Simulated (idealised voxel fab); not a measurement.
The name of this process module is voxel wiring stack.
The width of the displayed cross-section, cut, is 235 nm; its cells are square, with a size of 5 nm.
Cross-section spec: square-cell grid; bands listed top down; each band is one or more rows. What a band's entry tells you: where the top is and where the bottom is, as heights in nm, and after that what lies inside, material by material from left to right, each with its width in nm. Empty space is written as the word "blank", and a single material marked with the word "full width" occupies the band from edge to edge. Zero point of the height axis is 0; under it, received wafer = one material. Lowest band: continues down indefinitely, "0 -> down". The expression "30->40" gives the width at the extremes of the band, the first number at its top row of cells and the second at its bottom row, with the width changing by equal amounts from each row to the next in between. Where the words "nothing was modified" appear for a step, the cross-section shows no cell changed by that step; every cell remained as before. The entry "Closed void catalog" lists the empty spaces that cover at least 8 cells and have no open path to the top. Each is written as width x height at distance, where the distance is measured from the left edge and all three values are in nm. Text after the settings on a step's line: the simulator's own remark on that step. For masked steps, "overlay nm" on the step line gives how far right of plan the mask actually lay; a minus sign means it lay to the left.

The steps planned for the process are as follows:
| 1 | op RECEIVE | material Si |
| 2 | op CONFORMAL_DEP | material SiO2 | thk nm 10 |
| 3 | op CONFORMAL_DEP | material SiCN | thk nm 5 |
| 4 | op DIRECTIONAL_DEP | material lowk | thk nm 15 |
| 5 | op DIRECTIONAL_DEP | material aC | thk nm 15 |
| 6 | op PATTERN | tone open | mask id METAL_1 | material resist | width nm 25 | pitch nm 50 | thk nm 30 | overlay nm 0 |
| 7 | op DIRECTIONAL_ETCH | etch materials aC | depth nm 15 |
| 8 | op STRIP | etch materials resist |
| 9 | op DIRECTIONAL_ETCH | etch materials lowk | depth nm 15 |
| 10 | op DIRECTIONAL_ETCH | etch materials SiCN | depth nm 5 |
| 11 | op STRIP | etch materials aC |
| 12 | op CONFORMAL_DEP | material TiN | thk nm 5 |
| 13 | op FILL_DEP | material Cu | thk nm 10 |
| 14 | op CMP | height nm 30 |
| 15 | op CONFORMAL_DEP | material SiCN | thk nm 5 |
| 16 | op DIRECTIONAL_DEP | material lowk | thk nm 15 |
| 17 | op DIRECTIONAL_DEP | material aC | thk nm 10 |
| 18 | op PATTERN | tone open | mask id PLUG_1 | material resist | width nm 15 | pitch nm 50 | thk nm 30 | overlay nm 0 |
| 19 | op DIRECTIONAL_ETCH | etch materials aC | depth nm 10 |
| 20 | op STRIP | etch materials resist |
| 21 | op DIRECTIONAL_ETCH | etch materials lowk | depth nm 15 |
| 22 | op DIRECTIONAL_ETCH | etch materials SiCN | depth nm 5 |
| 23 | op STRIP | etch materials aC |
| 24 | op CONFORMAL_DEP | material TiN | thk nm 5 |
| 25 | op FILL_DEP | material Cu | thk nm 5 |
| 26 | op CMP | height nm 50 |
| 27 | op CONFORMAL_DEP | material SiCN | thk nm 5 |
| 28 | op DIRECTIONAL_DEP | material SiO2 | thk nm 20 |
| 29 | op PATTERN | tone open | mask id METAL_2 | material resist | width nm 25 | pitch nm 50 | thk nm 20 | overlay nm 0 |
| 30 | op DIRECTIONAL_ETCH | etch materials SiO2 | depth nm 20 |
| 31 | op DIRECTIONAL_ETCH | etch materials SiCN | depth nm 5 |
| 32 | op STRIP | etch materials resist |
| 33 | op CONFORMAL_DEP | material TiN | thk nm 5 |
| 34 | op FILL_DEP | material W | thk nm 10 |
| 35 | op CMP | height nm 75 |
| 36 | op CONFORMAL_DEP | material SiCN | thk nm 5 |
| 37 | op DIRECTIONAL_DEP | material SiO2 | thk nm 25 |
| 38 | op DIRECTIONAL_DEP | material aC | thk nm 15 |
| 39 | op PATTERN | tone open | mask id METAL_3 | material resist | width nm 25 | pitch nm 50 | thk nm 35 | overlay nm 0 |
| 40 | op DIRECTIONAL_ETCH | etch materials aC | depth nm 15 |
| 41 | op STRIP | etch materials resist |
| 42 | op DIRECTIONAL_ETCH | etch materials SiO2 | depth nm 15 |
| 43 | op STRIP | etch materials aC |
| 44 | op PATTERN | tone open | mask id METAL_3_HOLES | material resist | width nm 15 | pitch nm 50 | thk nm 15 | overlay nm 0 |
| 45 | op DIRECTIONAL_ETCH | etch materials SiO2 | depth nm 10 |
| 46 | op DIRECTIONAL_ETCH | etch materials SiCN | depth nm 5 |
| 47 | op STRIP | etch materials resist |
| 48 | op CONFORMAL_DEP | material TiN | thk nm 5 |
| 49 | op FILL_DEP | material Ru | thk nm 10 |
| 50 | op CMP | height nm 105 |
| 51 | op CONFORMAL_DEP | material SiCN | thk nm 5 |

What follows covers the first of two wafers; it ran as planned:

As-received state of the wafer in cross-section, equivalent to post-step 1:
0 -> down = Si full width
Closed void catalog: none

The wafer in cross-section once step 2 is complete:
10 -> 0 = SiO2 full width
No changes below 0.

The wafer in cross-section once step 3 is complete:
15 -> 10 = SiCN full width
No changes below 10.

The wafer in cross-section once step 4 is complete:
30 -> 15 = lowk full width
No changes below 15.

The wafer in cross-section once step 5 is complete:
45 -> 30 = aC full width
No changes below 30.

The wafer in cross-section once step 6 is complete:
75 -> 45 = 80 nm resist  25 nm blank  25 nm resist  25 nm blank  80 nm resist
No changes below 45.

The wafer in cross-section once step 7 is complete:
60 -> 45 = 80 nm resist  25 nm blank  25 nm resist  25 nm blank  80 nm resist
45 -> 30 = 80 nm aC  25 nm blank  25 nm aC  25 nm blank  80 nm aC
No changes below 30.

The wafer in cross-section once step 8 is complete:
45 -> 30 = 80 nm aC  25 nm blank  25 nm aC  25 nm blank  80 nm aC
No changes below 30.

The wafer in cross-section once step 9 is complete:
45 -> 30 = 80 nm aC  25 nm blank  25 nm aC  25 nm blank  80 nm aC
30 -> 15 = 80 nm lowk  25 nm blank  25 nm lowk  25 nm blank  80 nm lowk
No changes below 15.

The wafer in cross-section once step 10 is complete:
45 -> 30 = 80 nm aC  25 nm blank  25 nm aC  25 nm blank  80 nm aC
30 -> 15 = 80 nm lowk  25 nm blank  25 nm lowk  25 nm blank  80 nm lowk
15 -> 10 = 80 nm SiCN  25 nm blank  25 nm SiCN  25 nm blank  80 nm SiCN
No changes below 10.

The wafer in cross-section once step 11 is complete:
30 -> 15 = 80 nm lowk  25 nm blank  25 nm lowk  25 nm blank  80 nm lowk
No changes below 15.

The wafer in cross-section once step 12 is complete:
35 -> 30 = 85 nm TiN  15 nm blank  35 nm TiN  15 nm blank  85 nm TiN
30 -> 15 = 80 nm lowk  5 nm TiN  15 nm blank  5 nm TiN  25 nm lowk  5 nm TiN  15 nm blank  5 nm TiN  80 nm lowk
15 -> 10 = 80 nm SiCN  25 nm TiN  25 nm SiCN  25 nm TiN  80 nm SiCN
No changes below 10.

The wafer in cross-section once step 13 is complete:
45 -> 35 = Cu full width
35 -> 30 = 85 nm TiN  15 nm Cu  35 nm TiN  15 nm Cu  85 nm TiN
30 -> 15 = 80 nm lowk  5 nm TiN  15 nm Cu  5 nm TiN  25 nm lowk  5 nm TiN  15 nm Cu  5 nm TiN  80 nm lowk
No changes below 15.

The wafer in cross-section once step 14 is complete:
30 -> 15 = 80 nm lowk  5 nm TiN  15 nm Cu  5 nm TiN  25 nm lowk  5 nm TiN  15 nm Cu  5 nm TiN  80 nm lowk
No changes below 15.

The wafer in cross-section once step 15 is complete:
35 -> 30 = SiCN full width
No changes below 30.

The wafer in cross-section once step 16 is complete:
50 -> 35 = lowk full width
No changes below 35.

The wafer in cross-section once step 17 is complete:
60 -> 50 = aC full width
No changes below 50.

The wafer in cross-section once step 18 is complete:
90 -> 60 = 80 nm resist  15 nm blank  35 nm resist  15 nm blank  90 nm resist
No changes below 60.

The wafer in cross-section once step 19 is complete:
80 -> 60 = 80 nm resist  15 nm blank  35 nm resist  15 nm blank  90 nm resist
60 -> 50 = 80 nm aC  15 nm blank  35 nm aC  15 nm blank  90 nm aC
No changes below 50.

The wafer in cross-section once step 20 is complete:
60 -> 50 = 80 nm aC  15 nm blank  35 nm aC  15 nm blank  90 nm aC
No changes below 50.

The wafer in cross-section once step 21 is complete:
60 -> 50 = 80 nm aC  15 nm blank  35 nm aC  15 nm blank  90 nm aC
50 -> 35 = 80 nm lowk  15 nm blank  35 nm lowk  15 nm blank  90 nm lowk
No changes below 35.

The wafer in cross-section once step 22 is complete:
60 -> 50 = 80 nm aC  15 nm blank  35 nm aC  15 nm blank  90 nm aC
50 -> 35 = 80 nm lowk  15 nm blank  35 nm lowk  15 nm blank  90 nm lowk
35 -> 30 = 80 nm SiCN  15 nm blank  35 nm SiCN  15 nm blank  90 nm SiCN
No changes below 30.

The wafer in cross-section once step 23 is complete:
50 -> 35 = 80 nm lowk  15 nm blank  35 nm lowk  15 nm blank  90 nm lowk
No changes below 35.

The wafer in cross-section once step 24 is complete:
55 -> 50 = 85 nm TiN  5 nm blank  45 nm TiN  5 nm blank  95 nm TiN
50 -> 35 = 80 nm lowk  5 nm TiN  5 nm blank  5 nm TiN  35 nm lowk  5 nm TiN  5 nm blank  5 nm TiN  90 nm lowk
35 -> 30 = 80 nm SiCN  15 nm TiN  35 nm SiCN  15 nm TiN  90 nm SiCN
No changes below 30.

The wafer in cross-section once step 25 is complete:
60 -> 55 = Cu full width
55 -> 50 = 85 nm TiN  5 nm Cu  45 nm TiN  5 nm Cu  95 nm TiN
50 -> 35 = 80 nm lowk  5 nm TiN  5 nm Cu  5 nm TiN  35 nm lowk  5 nm TiN  5 nm Cu  5 nm TiN  90 nm lowk
No changes below 35.

The wafer in cross-section once step 26 is complete:
50 -> 35 = 80 nm lowk  5 nm TiN  5 nm Cu  5 nm TiN  35 nm lowk  5 nm TiN  5 nm Cu  5 nm TiN  90 nm lowk
No changes below 35.

The wafer in cross-section once step 27 is complete:
55 -> 50 = SiCN full width
No changes below 50.

The wafer in cross-section once step 28 is complete:
75 -> 55 = SiO2 full width
No changes below 55.

The wafer in cross-section once step 29 is complete:
95 -> 75 = 80 nm resist  25 nm blank  25 nm resist  25 nm blank  80 nm resist
No changes below 75.

The wafer in cross-section once step 30 is complete:
95 -> 75 = 80 nm resist  25 nm blank  25 nm resist  25 nm blank  80 nm resist
75 -> 55 = 80 nm SiO2  25 nm blank  25 nm SiO2  25 nm blank  80 nm SiO2
No changes below 55.

The wafer in cross-section once step 31 is complete:
95 -> 75 = 80 nm resist  25 nm blank  25 nm resist  25 nm blank  80 nm resist
75 -> 55 = 80 nm SiO2  25 nm blank  25 nm SiO2  25 nm blank  80 nm SiO2
55 -> 50 = 80 nm SiCN  25 nm blank  25 nm SiCN  25 nm blank  80 nm SiCN
No changes below 50.

The wafer in cross-section once step 32 is complete:
75 -> 55 = 80 nm SiO2  25 nm blank  25 nm SiO2  25 nm blank  80 nm SiO2
No changes below 55.

The wafer in cross-section once step 33 is complete:
80 -> 75 = 85 nm TiN  15 nm blank  35 nm TiN  15 nm blank  85 nm TiN
75 -> 55 = 80 nm SiO2  5 nm TiN  15 nm blank  5 nm TiN  25 nm SiO2  5 nm TiN  15 nm blank  5 nm TiN  80 nm SiO2
55 -> 50 = 80 nm SiCN  25 nm TiN  25 nm SiCN  25 nm TiN  80 nm SiCN
No changes below 50.

The wafer in cross-section once step 34 is complete:
90 -> 80 = W full width
80 -> 75 = 85 nm TiN  15 nm W  35 nm TiN  15 nm W  85 nm TiN
75 -> 55 = 80 nm SiO2  5 nm TiN  15 nm W  5 nm TiN  25 nm SiO2  5 nm TiN  15 nm W  5 nm TiN  80 nm SiO2
No changes below 55.

The wafer in cross-section once step 35 is complete:
75 -> 55 = 80 nm SiO2  5 nm TiN  15 nm W  5 nm TiN  25 nm SiO2  5 nm TiN  15 nm W  5 nm TiN  80 nm SiO2
No changes below 55.

The wafer in cross-section once step 36 is complete:
80 -> 75 = SiCN full width
No changes below 75.

The wafer in cross-section once step 37 is complete:
105 -> 80 = SiO2 full width
No changes below 80.

The wafer in cross-section once step 38 is complete:
120 -> 105 = aC full width
No changes below 105.

The wafer in cross-section once step 39 is complete:
155 -> 120 = 80 nm resist  25 nm blank  25 nm resist  25 nm blank  80 nm resist
No changes below 120.

The wafer in cross-section once step 40 is complete:
140 -> 120 = 80 nm resist  25 nm blank  25 nm resist  25 nm blank  80 nm resist
120 -> 105 = 80 nm aC  25 nm blank  25 nm aC  25 nm blank  80 nm aC
No changes below 105.

The wafer in cross-section once step 41 is complete:
120 -> 105 = 80 nm aC  25 nm blank  25 nm aC  25 nm blank  80 nm aC
No changes below 105.

The wafer in cross-section once step 42 is complete:
120 -> 105 = 80 nm aC  25 nm blank  25 nm aC  25 nm blank  80 nm aC
105 -> 90 = 80 nm SiO2  25 nm blank  25 nm SiO2  25 nm blank  80 nm SiO2
No changes below 90.

The wafer in cross-section once step 43 is complete:
105 -> 90 = 80 nm SiO2  25 nm blank  25 nm SiO2  25 nm blank  80 nm SiO2
No changes below 90.

The wafer in cross-section once step 44 is complete:
120 -> 105 = 80 nm resist  15 nm blank  35 nm resist  15 nm blank  90 nm resist
105 -> 90 = 80 nm SiO2  15 nm blank  10 nm resist  25 nm SiO2  15 nm blank  10 nm resist  80 nm SiO2
No changes below 90.

The wafer in cross-section once step 45 is complete:
120 -> 105 = 80 nm resist  15 nm blank  35 nm resist  15 nm blank  90 nm resist
105 -> 90 = 80 nm SiO2  15 nm blank  10 nm resist  25 nm SiO2  15 nm blank  10 nm resist  80 nm SiO2
90 -> 80 = 80 nm SiO2  15 nm blank  35 nm SiO2  15 nm blank  90 nm SiO2
No changes below 80.

The wafer in cross-section once step 46 is complete:
120 -> 105 = 80 nm resist  15 nm blank  35 nm resist  15 nm blank  90 nm resist
105 -> 90 = 80 nm SiO2  15 nm blank  10 nm resist  25 nm SiO2  15 nm blank  10 nm resist  80 nm SiO2
90 -> 80 = 80 nm SiO2  15 nm blank  35 nm SiO2  15 nm blank  90 nm SiO2
80 -> 75 = 80 nm SiCN  15 nm blank  35 nm SiCN  15 nm blank  90 nm SiCN
No changes below 75.

The wafer in cross-section once step 47 is complete:
105 -> 90 = 80 nm SiO2  25 nm blank  25 nm SiO2  25 nm blank  80 nm SiO2
No changes below 90.

The wafer in cross-section once step 48 is complete:
110 -> 105 = 85 nm TiN  15 nm blank  35 nm TiN  15 nm blank  85 nm TiN
105 -> 95 = 80 nm SiO2  5 nm TiN  15 nm blank  5 nm TiN  25 nm SiO2  5 nm TiN  15 nm blank  5 nm TiN  80 nm SiO2
95 -> 90 = 80 nm SiO2  5 nm TiN  5 nm blank  15 nm TiN  25 nm SiO2  5 nm TiN  5 nm blank  15 nm TiN  80 nm SiO2
90 -> 80 = 80 nm SiO2  5 nm TiN  5 nm blank  5 nm TiN  35 nm SiO2  5 nm TiN  5 nm blank  5 nm TiN  90 nm SiO2
80 -> 75 = 80 nm SiCN  15 nm TiN  35 nm SiCN  15 nm TiN  90 nm SiCN
No changes below 75.

The wafer in cross-section once step 49 is complete:
120 -> 110 = Ru full width
110 -> 105 = 85 nm TiN  15 nm Ru  35 nm TiN  15 nm Ru  85 nm TiN
105 -> 95 = 80 nm SiO2  5 nm TiN  15 nm Ru  5 nm TiN  25 nm SiO2  5 nm TiN  15 nm Ru  5 nm TiN  80 nm SiO2
95 -> 90 = 80 nm SiO2  5 nm TiN  5 nm Ru  15 nm TiN  25 nm SiO2  5 nm TiN  5 nm Ru  15 nm TiN  80 nm SiO2
90 -> 80 = 80 nm SiO2  5 nm TiN  5 nm Ru  5 nm TiN  35 nm SiO2  5 nm TiN  5 nm Ru  5 nm TiN  90 nm SiO2
No changes below 80.

The wafer in cross-section once step 50 is complete:
105 -> 95 = 80 nm SiO2  5 nm TiN  15 nm Ru  5 nm TiN  25 nm SiO2  5 nm TiN  15 nm Ru  5 nm TiN  80 nm SiO2
No changes below 95.

The wafer in cross-section once step 51 is complete:
110 -> 105 = SiCN full width
No changes below 105.

What follows concerns the second wafer, which started out like the first and was meant to follow the very same plan; one mistake crept in when it was run, but everything up to and including step 49 is the same as for the first wafer:

At the planned end of step 50, the second wafer in cross-section:
105 -> 95 = 80 nm SiO2  5 nm TiN  15 nm Ru  5 nm TiN  25 nm SiO2  5 nm TiN  15 nm Ru  5 nm TiN  80 nm SiO2
No changes below 95.

At the planned end of step 51, the second wafer in cross-section:
110 -> 105 = SiCN full width
No changes below 105.
Processing error: the plan had its step 50 run twice
Same final cross-section on the two wafers, so the model's numbers don't move because of the mistake.
